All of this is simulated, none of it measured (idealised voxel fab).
process module | voxel ribs on slabs
cross-section cut | 275 nm wide | cells 5 nm
A cross-section is a grid of square cells, given in bands from the top down. A band is one or more rows of cells.
Each band's line starts with the height of the band's top and of its bottom, in nm. Then come its materials from left to right, each with its width in nm. One material with "throughout" fills the band from edge to edge. "air" is empty space.
Height 0 is the level under which the wafer as received is all one material. The lowest band goes on downwards, as in "0 down".
A width such as "30 to 40" changes by the same amount from each row of cells to the next, from the band's top row to its bottom row.
"no change" after a step means that no cell of the cross-section changed.
closed voids: empty space of 8 cells or more with no open way to the top, each as width x height at its distance from the left edge, in nm
after a step's settings: what the simulator itself notes on the step
overlay nm, on a step with a mask: how far to the right of its planned place the mask lay; to the left if negative
plan
1 op RECEIVE | material Si
2 op DIRECTIONAL_DEP | material SiO2 | thk nm 30
3 op DIRECTIONAL_DEP | material SiN | thk nm 25
4 op PATTERN | tone cover | mask id RIB | material resist | width nm 30 | thk nm 20 | overlay nm 0
5 op DIRECTIONAL_ETCH | etch materials SiN | depth nm 10
6 op STRIP | etch materials resist
7 op DIRECTIONAL_DEP | material aC | thk nm 10
8 op PATTERN | tone cover | mask id SLAB | material resist | width nm 60 | thk nm 30 | overlay nm 0
9 op DIRECTIONAL_ETCH | etch materials aC | depth nm 10
10 op STRIP | etch materials resist
11 op DIRECTIONAL_ETCH | etch materials SiN | depth nm 15
12 op STRIP | etch materials aC
13 op FILL_DEP | material SiO2 | thk nm 20
14 op CMP | height nm 70
15 op DIRECTIONAL_DEP | material TiN | thk nm 10
16 op DIRECTIONAL_DEP | material aC | thk nm 15
17 op PATTERN | tone cover | mask id HEATER | material resist | width nm 40 | thk nm 35 | overlay nm 0
18 op DIRECTIONAL_ETCH | etch materials aC | depth nm 15
19 op STRIP | etch materials resist
20 op DIRECTIONAL_ETCH | etch materials TiN | depth nm 10
21 op STRIP | etch materials aC
22 op CONFORMAL_DEP | material SiO2 | thk nm 5
first wafer, as planned
as received, after step 1
  0 down: Si throughout
  closed voids: none
after step 2
  30 to 0: SiO2 throughout
  below 0: unchanged
after step 3
  55 to 30: SiN throughout
  below 30: unchanged
after step 4
  75 to 55: air 120 | resist 30 | air 125
  below 55: unchanged
after step 5
  75 to 55: air 120 | resist 30 | air 125
  55 to 45: air 120 | SiN 30 | air 125
  below 45: unchanged
after step 6
  55 to 45: air 120 | SiN 30 | air 125
  below 45: unchanged
after step 7
  65 to 55: air 120 | aC 30 | air 125
  55 to 45: aC 120 | SiN 30 | aC 125
  below 45: unchanged
after step 8
  95 to 65: air 105 | resist 60 | air 110
  65 to 55: air 105 | resist 15 | aC 30 | resist 15 | air 110
  below 55: unchanged
after step 9
  85 to 65: air 105 | resist 60 | air 110
  65 to 55: air 105 | resist 15 | aC 30 | resist 15 | air 110
  55 to 45: air 105 | aC 15 | SiN 30 | aC 15 | air 110
  below 45: unchanged
after step 10
  65 to 55: air 120 | aC 30 | air 125
  below 55: unchanged
after step 11
  65 to 55: air 120 | aC 30 | air 125
  55 to 45: air 105 | aC 15 | SiN 30 | aC 15 | air 110
  45 to 30: air 105 | SiN 60 | air 110
  below 30: unchanged
after step 12
  55 to 45: air 120 | SiN 30 | air 125
  below 45: unchanged
after step 13
  75 to 55: SiO2 throughout
  55 to 45: SiO2 120 | SiN 30 | SiO2 125
  45 to 30: SiO2 105 | SiN 60 | SiO2 110
  below 30: unchanged
after step 14
  70 to 55: SiO2 throughout
  below 55: unchanged
after step 15
  80 to 70: TiN throughout
  below 70: unchanged
after step 16
  95 to 80: aC throughout
  below 80: unchanged
after step 17
  130 to 95: air 115 | resist 40 | air 120
  below 95: unchanged
after step 18
  115 to 95: air 115 | resist 40 | air 120
  95 to 80: air 115 | aC 40 | air 120
  below 80: unchanged
after step 19
  95 to 80: air 115 | aC 40 | air 120
  below 80: unchanged
after step 20
  95 to 80: air 115 | aC 40 | air 120
  80 to 70: air 115 | TiN 40 | air 120
  below 70: unchanged
after step 21
  80 to 70: air 115 | TiN 40 | air 120
  below 70: unchanged
after step 22
  85 to 80: air 110 | SiO2 50 | air 115
  80 to 75: air 110 | SiO2 5 | TiN 40 | SiO2 5 | air 115
  75 to 70: SiO2 115 | TiN 40 | SiO2 120
  below 70: unchanged
second wafer: like start, like plan, one mistake. Through step 2 it matches the first wafer
when step 3 should have ended
  80 to 30: SiN throughout
  below 30: unchanged
when step 4 should have ended
  100 to 80: air 120 | resist 30 | air 125
  below 80: unchanged
when step 5 should have ended
  100 to 80: air 120 | resist 30 | air 125
  80 to 70: air 120 | SiN 30 | air 125
  below 70: unchanged
when step 6 should have ended
  80 to 70: air 120 | SiN 30 | air 125
  below 70: unchanged
when step 7 should have ended
  90 to 80: air 120 | aC 30 | air 125
  80 to 70: aC 120 | SiN 30 | aC 125
  below 70: unchanged
when step 8 should have ended
  120 to 90: air 105 | resist 60 | air 110
  90 to 80: air 105 | resist 15 | aC 30 | resist 15 | air 110
  below 80: unchanged
when step 9 should have ended
  110 to 90: air 105 | resist 60 | air 110
  90 to 80: air 105 | resist 15 | aC 30 | resist 15 | air 110
  80 to 70: air 105 | aC 15 | SiN 30 | aC 15 | air 110
  below 70: unchanged
when step 10 should have ended
  90 to 80: air 120 | aC 30 | air 125
  below 80: unchanged
when step 11 should have ended
  90 to 80: air 120 | aC 30 | air 125
  80 to 70: air 105 | aC 15 | SiN 30 | aC 15 | air 110
  70 to 55: air 105 | SiN 60 | air 110
  below 55: unchanged
when step 12 should have ended
  80 to 70: air 120 | SiN 30 | air 125
  below 70: unchanged
when step 13 should have ended
  100 to 80: SiO2 throughout
  80 to 70: SiO2 120 | SiN 30 | SiO2 125
  70 to 55: SiO2 105 | SiN 60 | SiO2 110
  below 55: unchanged
when step 14 should have ended
  70 to 55: SiO2 105 | SiN 60 | SiO2 110
  below 55: unchanged
when step 15 should have ended
  80 to 70: TiN throughout
  below 70: unchanged
when step 16 should have ended
  95 to 80: aC throughout
  below 80: unchanged
when step 17 should have ended
  130 to 95: air 115 | resist 40 | air 120
  below 95: unchanged
when step 18 should have ended
  115 to 95: air 115 | resist 40 | air 120
  95 to 80: air 115 | aC 40 | air 120
  below 80: unchanged
when step 19 should have ended
  95 to 80: air 115 | aC 40 | air 120
  below 80: unchanged
when step 20 should have ended
  95 to 80: air 115 | aC 40 | air 120
  80 to 70: air 115 | TiN 40 | air 120
  below 70: unchanged
when step 21 should have ended
  80 to 70: air 115 | TiN 40 | air 120
  below 70: unchanged
when step 22 should have ended
  85 to 80: air 110 | SiO2 50 | air 115
  80 to 75: air 110 | SiO2 5 | TiN 40 | SiO2 5 | air 115
  75 to 70: SiO2 115 | TiN 40 | SiO2 120
  below 70: unchanged
what went wrong: step 3 was run twice
at the end the second wafer has, in cells: 263 more of SiN | 263 fewer of SiO2
